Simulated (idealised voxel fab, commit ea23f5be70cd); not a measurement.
process module | voxel self aligned contacts
The cross-section shown here is cut; it is 205 nm wide and divided into square cells measuring 5 nm on a side.
A cross-section is a grid of square cells, given in bands from the top down. A band is one or more rows of cells. Band: top height; bottom height; in nm. Then, left to right: material with width in nm, for each material. "everywhere": a single material spanning edge to edge. "empty": empty space. Basically, 0 is our baseline, since under it the wafer straight out of the box is all one material. The bottom band has no lower end and keeps on going down, so it looks like "0..down". Note: "30..40" means the width goes from the first number (top row of the band) to the second number (bottom row) in equal steps per row of cells. Basically "everything unchanged" means that step didn't change any cell in the cross-section. Voids not open to the top, 8 cells minimum: see "Enclosed voids". Written width x height at distance; distance is from the left edge; nm. If you see something after the settings on a step's line, that's the simulator's own remark about that step. The "overlay nm" setting may appear on a step's line; for a step that uses a mask, it gives how far to the right of its planned position the mask lay, and a negative value indicates the left.
# The process steps that were planned are listed below
1,RECEIVE: material Si
2,CONFORMAL_DEP: material SiO2, thk nm 5
3,DIRECTIONAL_DEP: material polySi, thk nm 25
4,DIRECTIONAL_DEP: material SiN, thk nm 20
5,PATTERN: tone cover, mask id GATE, material resist, width nm 25, pitch nm 50, thk nm 15, overlay nm 0
6,DIRECTIONAL_ETCH: etch materials SiN, depth nm 20
7,DIRECTIONAL_ETCH: etch materials polySi, depth nm 25
8,STRIP: etch materials resist
9,CONFORMAL_DEP: material SiN, thk nm 5
10,DIRECTIONAL_ETCH: etch materials SiN, depth nm 5
11,FILL_DEP: material SiO2, thk nm 20
12,CMP: height nm 60
13,DIRECTIONAL_DEP: material aC, thk nm 15
14,PATTERN: tone open, mask id CONTACT, material resist, width nm 35, pitch nm 50, thk nm 30, overlay nm 0
15,DIRECTIONAL_ETCH: etch materials aC, depth nm 15
16,STRIP: etch materials resist
17,DIRECTIONAL_ETCH: etch materials SiO2, depth nm 60
18,STRIP: etch materials aC
19,CONFORMAL_DEP: material TiN, thk nm 5
20,FILL_DEP: material W, thk nm 5
21,CMP: height nm 60
22,CONFORMAL_DEP: material SiN, thk nm 5
# Step 1 complete: cross-section of the wafer as received
  0..down | Si everywhere
  Enclosed voids: none
# Looking at the first of two wafers in cross-section at end of module - ran to plan
  65..60 | SiN everywhere
  60..50 | 60 of SiO2, 5..15 of TiN, 25..5 of W, 5..15 of TiN, 15 of SiO2, 5..15 of TiN, 25..5 of W, 5..15 of TiN, 60 of SiO2
  50..30 | 35 of SiO2, 35 of SiN, 5 of TiN, 5 of W, 5 of TiN, 35 of SiN, 5 of TiN, 5 of W, 5 of TiN, 35 of SiN, 35 of SiO2
  30..5 | 35 of SiO2, 5 of SiN, 25 of polySi, 5 of SiN, 5 of TiN, 5 of W, 5 of TiN, 5 of SiN, 25 of polySi, 5 of SiN, 5 of TiN, 5 of W, 5 of TiN, 5 of SiN, 25 of polySi, 5 of SiN, 35 of SiO2
  5..0 | 70 of SiO2, 15 of TiN, 35 of SiO2, 15 of TiN, 70 of SiO2
  0..down | Si everywhere
  Enclosed voids: none
# Module end: cross-section of wafer two of two. Same start and process plan as the first wafer. One mistake during execution
  65..60 | SiN everywhere
  60..55 | 60 of SiO2, 5 of TiN, 25 of W, 5 of TiN, 15 of SiO2, 5 of TiN, 25 of W, 5 of TiN, 60 of SiO2
  55..50 | 60 of SiO2, 35 of TiN, 15 of SiO2, 35 of TiN, 60 of SiO2
  50..30 | 35 of SiO2, 40 of SiN, 10 of TiN, 40 of SiN, 10 of TiN, 40 of SiN, 30 of SiO2
  30..5 | 35 of SiO2, 5 of SiN, 30 of polySi, 5 of SiN, 10 of TiN, 5 of SiN, 30 of polySi, 5 of SiN, 10 of TiN, 5 of SiN, 30 of polySi, 5 of SiN, 30 of SiO2
  5..0 | 75 of SiO2, 10 of TiN, 40 of SiO2, 10 of TiN, 70 of SiO2
  0..down | Si everywhere
  Enclosed voids: none
Here's what went sideways: step 5: run off-plan, actual operation and settings PATTERN: tone cover, mask id GATE, material resist, width nm 30, pitch nm 50, thk nm 15, overlay nm 0
Per the end-of-run cell counts, the second wafer holds more or fewer of some materials than the first: SiN +12 | SiO2 -7 | W -20 | polySi +15
